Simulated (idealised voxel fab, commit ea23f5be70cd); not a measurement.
Process module, titled voxel self aligned contacts
Section cut is 270 nm wide and gridded with 5 nm square cells.
Cross-section = grid of square cells, listed top down in bands; band = one or more rows.
Band: top and bottom heights (nm) first, top before bottom; then materials from left to right, widths in nm. "all across" marks a sole material filling the band edge to edge. "blank" denotes empty space.
Beneath 0, the wafer as received is one material, and that level is where height counting begins. The lowest band goes on downward without a bottom; it is written like "0 and below".
Top row gets the first number, bottom row gets the second, and each row in between changes by the same step: that is how a band width like "30 to 40" works.
"no alteration" means the step left every cell of the cross-section as it was.
"Fully sealed voids" means: voids of 8 cells or more that are shut off from the top with no open way through. Written width x height at distance, distance from the left edge, in nm.
Where a step's line continues beyond its settings, the continuation is a remark by the simulator itself on that step.
The setting "overlay nm" may be written on the line of a step. When the step uses a mask, the value reports how far to the right of the planned place the mask lay, and a negative value reports that it lay to the left.
### plan
| 1 | RECEIVE: material Si |
| 2 | CONFORMAL_DEP: material SiO2, thk nm 5 |
| 3 | DIRECTIONAL_DEP: material polySi, thk nm 25 |
| 4 | DIRECTIONAL_DEP: material SiN, thk nm 25 |
| 5 | MASKED_ETCH: tone cover, mask id GATE, width nm 30, pitch nm 70, etch materials SiN, depth nm 25, overlay nm 0 |
| 6 | MASKED_ETCH: tone cover, mask id GATE, width nm 30, pitch nm 70, etch materials polySi, depth nm 25, overlay nm 0 |
| 7 | CONFORMAL_DEP: material SiN, thk nm 10 |
| 8 | DIRECTIONAL_ETCH: etch materials SiN, depth nm 10 |
| 9 | FILL_DEP: material SiO2, thk nm 15 |
| 10 | CMP: height nm 65 |
| 11 | MASKED_ETCH: tone open, mask id CONTACT, width nm 50, pitch nm 70, etch materials SiO2, depth nm 65, overlay nm 0 |
| 12 | CONFORMAL_DEP: material TiN, thk nm 5 |
| 13 | FILL_DEP: material W, thk nm 5 |
| 14 | CMP: height nm 65 |
| 15 | CONFORMAL_DEP: material SiN, thk nm 5 |
### Of two wafers, the first: run according to plan
### Received-state cross-section, reflecting completion of step 1
0 and below  Si all across
Fully sealed voids: none
### So this is the wafer cross-section right after step 2
5 down to 0  SiO2 all across
Whatever lies below 0 is exactly as it was before.
### So this is the wafer cross-section right after step 3
30 down to 5  polySi all across
Whatever lies below 5 is exactly as it was before.
### So this is the wafer cross-section right after step 4
55 down to 30  SiN all across
Whatever lies below 30 is exactly as it was before.
### So this is the wafer cross-section right after step 5
55 down to 30  blank 50 nm / SiN 30 nm / blank 40 nm / SiN 30 nm / blank 40 nm / SiN 30 nm / blank 50 nm
Whatever lies below 30 is exactly as it was before.
### So this is the wafer cross-section right after step 6
55 down to 30  blank 50 nm / SiN 30 nm / blank 40 nm / SiN 30 nm / blank 40 nm / SiN 30 nm / blank 50 nm
30 down to 5  blank 50 nm / polySi 30 nm / blank 40 nm / polySi 30 nm / blank 40 nm / polySi 30 nm / blank 50 nm
Whatever lies below 5 is exactly as it was before.
### So this is the wafer cross-section right after step 7
65 down to 30  blank 40 nm / SiN 50 nm / blank 20 nm / SiN 50 nm / blank 20 nm / SiN 50 nm / blank 40 nm
30 down to 15  blank 40 nm / SiN 10 nm / polySi 30 nm / SiN 10 nm / blank 20 nm / SiN 10 nm / polySi 30 nm / SiN 10 nm / blank 20 nm / SiN 10 nm / polySi 30 nm / SiN 10 nm / blank 40 nm
15 down to 5  SiN 50 nm / polySi 30 nm / SiN 40 nm / polySi 30 nm / SiN 40 nm / polySi 30 nm / SiN 50 nm
Whatever lies below 5 is exactly as it was before.
### So this is the wafer cross-section right after step 8
55 down to 30  blank 40 nm / SiN 50 nm / blank 20 nm / SiN 50 nm / blank 20 nm / SiN 50 nm / blank 40 nm
30 down to 5  blank 40 nm / SiN 10 nm / polySi 30 nm / SiN 10 nm / blank 20 nm / SiN 10 nm / polySi 30 nm / SiN 10 nm / blank 20 nm / SiN 10 nm / polySi 30 nm / SiN 10 nm / blank 40 nm
Whatever lies below 5 is exactly as it was before.
### So this is the wafer cross-section right after step 9
70 down to 55  SiO2 all across
55 down to 30  SiO2 40 nm / SiN 50 nm / SiO2 20 nm / SiN 50 nm / SiO2 20 nm / SiN 50 nm / SiO2 40 nm
30 down to 5  SiO2 40 nm / SiN 10 nm / polySi 30 nm / SiN 10 nm / SiO2 20 nm / SiN 10 nm / polySi 30 nm / SiN 10 nm / SiO2 20 nm / SiN 10 nm / polySi 30 nm / SiN 10 nm / SiO2 40 nm
Whatever lies below 5 is exactly as it was before.
### So this is the wafer cross-section right after step 10
65 down to 55  SiO2 all across
Whatever lies below 55 is exactly as it was before.
### So this is the wafer cross-section right after step 11
65 down to 55  SiO2 75 nm / blank 50 nm / SiO2 20 nm / blank 50 nm / SiO2 75 nm
55 down to 30  SiO2 40 nm / SiN 50 nm / blank 20 nm / SiN 50 nm / blank 20 nm / SiN 50 nm / SiO2 40 nm
30 down to 5  SiO2 40 nm / SiN 10 nm / polySi 30 nm / SiN 10 nm / blank 20 nm / SiN 10 nm / polySi 30 nm / SiN 10 nm / blank 20 nm / SiN 10 nm / polySi 30 nm / SiN 10 nm / SiO2 40 nm
5 down to 0  SiO2 90 nm / blank 20 nm / SiO2 50 nm / blank 20 nm / SiO2 90 nm
Whatever lies below 0 is exactly as it was before.
### So this is the wafer cross-section right after step 12
70 down to 65  TiN 80 nm / blank 40 nm / TiN 30 nm / blank 40 nm / TiN 80 nm
65 down to 55  SiO2 75 nm / TiN 5 to 20 nm / blank 40 to 10 nm / TiN 5 to 20 nm / SiO2 20 nm / TiN 5 to 20 nm / blank 40 to 10 nm / TiN 5 to 20 nm / SiO2 75 nm
55 down to 30  SiO2 40 nm / SiN 50 nm / TiN 5 nm / blank 10 nm / TiN 5 nm / SiN 50 nm / TiN 5 nm / blank 10 nm / TiN 5 nm / SiN 50 nm / SiO2 40 nm
30 down to 5  SiO2 40 nm / SiN 10 nm / polySi 30 nm / SiN 10 nm / TiN 5 nm / blank 10 nm / TiN 5 nm / SiN 10 nm / polySi 30 nm / SiN 10 nm / TiN 5 nm / blank 10 nm / TiN 5 nm / SiN 10 nm / polySi 30 nm / SiN 10 nm / SiO2 40 nm
5 down to 0  SiO2 90 nm / TiN 20 nm / SiO2 50 nm / TiN 20 nm / SiO2 90 nm
Whatever lies below 0 is exactly as it was before.
### So this is the wafer cross-section right after step 13
75 down to 70  W all across
70 down to 65  TiN 80 nm / W 40 nm / TiN 30 nm / W 40 nm / TiN 80 nm
65 down to 55  SiO2 75 nm / TiN 5 to 20 nm / W 40 to 10 nm / TiN 5 to 20 nm / SiO2 20 nm / TiN 5 to 20 nm / W 40 to 10 nm / TiN 5 to 20 nm / SiO2 75 nm
55 down to 30  SiO2 40 nm / SiN 50 nm / TiN 5 nm / W 10 nm / TiN 5 nm / SiN 50 nm / TiN 5 nm / W 10 nm / TiN 5 nm / SiN 50 nm / SiO2 40 nm
30 down to 5  SiO2 40 nm / SiN 10 nm / polySi 30 nm / SiN 10 nm / TiN 5 nm / W 10 nm / TiN 5 nm / SiN 10 nm / polySi 30 nm / SiN 10 nm / TiN 5 nm / W 10 nm / TiN 5 nm / SiN 10 nm / polySi 30 nm / SiN 10 nm / SiO2 40 nm
Whatever lies below 5 is exactly as it was before.
### So this is the wafer cross-section right after step 14
65 down to 55  SiO2 75 nm / TiN 5 to 20 nm / W 40 to 10 nm / TiN 5 to 20 nm / SiO2 20 nm / TiN 5 to 20 nm / W 40 to 10 nm / TiN 5 to 20 nm / SiO2 75 nm
Whatever lies below 55 is exactly as it was before.
### So this is the wafer cross-section right after step 15
70 down to 65  SiN all across
Whatever lies below 65 is exactly as it was before.
### Second wafer - shared start and plan with the first - one error in running - same as the first up to step 4 inclusive
### Look at the second wafer in cross-section at the time step 5 ought to have finished
55 down to 30  SiN 50 nm / blank 30 nm / SiN 40 nm / blank 30 nm / SiN 40 nm / blank 30 nm / SiN 50 nm
Whatever lies below 30 is exactly as it was before.
Look at the second wafer in cross-section at the time step 6 ought to have finished: no alteration
### Look at the second wafer in cross-section at the time step 7 ought to have finished
65 down to 40  SiN 60 nm / blank 10 nm / SiN 60 nm / blank 10 nm / SiN 60 nm / blank 10 nm / SiN 60 nm
40 down to 30  SiN all across
Whatever lies below 30 is exactly as it was before.
### Look at the second wafer in cross-section at the time step 8 ought to have finished
55 down to 30  SiN 60 nm / blank 10 nm / SiN 60 nm / blank 10 nm / SiN 60 nm / blank 10 nm / SiN 60 nm
Whatever lies below 30 is exactly as it was before.
### Look at the second wafer in cross-section at the time step 9 ought to have finished
70 down to 55  SiO2 all across
55 down to 30  SiN 60 nm / SiO2 10 nm / SiN 60 nm / SiO2 10 nm / SiN 60 nm / SiO2 10 nm / SiN 60 nm
Whatever lies below 30 is exactly as it was before.
### Look at the second wafer in cross-section at the time step 10 ought to have finished
65 down to 55  SiO2 all across
Whatever lies below 55 is exactly as it was before.
### Look at the second wafer in cross-section at the time step 11 ought to have finished
65 down to 55  SiO2 75 nm / blank 50 nm / SiO2 20 nm / blank 50 nm / SiO2 75 nm
Whatever lies below 55 is exactly as it was before.
### Look at the second wafer in cross-section at the time step 12 ought to have finished
70 down to 65  TiN 80 nm / blank 40 nm / TiN 30 nm / blank 40 nm / TiN 80 nm
65 down to 60  SiO2 75 nm / TiN 5 nm / blank 40 nm / TiN 5 nm / SiO2 20 nm / TiN 5 nm / blank 40 nm / TiN 5 nm / SiO2 75 nm
60 down to 55  SiO2 75 nm / TiN 50 nm / SiO2 20 nm / TiN 50 nm / SiO2 75 nm
Whatever lies below 55 is exactly as it was before.
### Look at the second wafer in cross-section at the time step 13 ought to have finished
75 down to 70  W all across
70 down to 65  TiN 80 nm / W 40 nm / TiN 30 nm / W 40 nm / TiN 80 nm
65 down to 60  SiO2 75 nm / TiN 5 nm / W 40 nm / TiN 5 nm / SiO2 20 nm / TiN 5 nm / W 40 nm / TiN 5 nm / SiO2 75 nm
Whatever lies below 60 is exactly as it was before.
### Look at the second wafer in cross-section at the time step 14 ought to have finished
65 down to 60  SiO2 75 nm / TiN 5 nm / W 40 nm / TiN 5 nm / SiO2 20 nm / TiN 5 nm / W 40 nm / TiN 5 nm / SiO2 75 nm
Whatever lies below 60 is exactly as it was before.
### Look at the second wafer in cross-section at the time step 15 ought to have finished
70 down to 65  SiN all across
Whatever lies below 65 is exactly as it was before.
Where did the run depart from the plan? note that step 5 departed from the planned setting and was carried out as MASKED_ETCH: tone open, mask id GATE, width nm 30, pitch nm 70, etch materials SiN, depth nm 25, overlay nm 0
It is noted that, at the conclusion of processing, the second wafer exhibits a higher or lower cell count for certain materials relative to the first: SiN +30 | SiO2 -122 | TiN -44 | W -44 | polySi +180
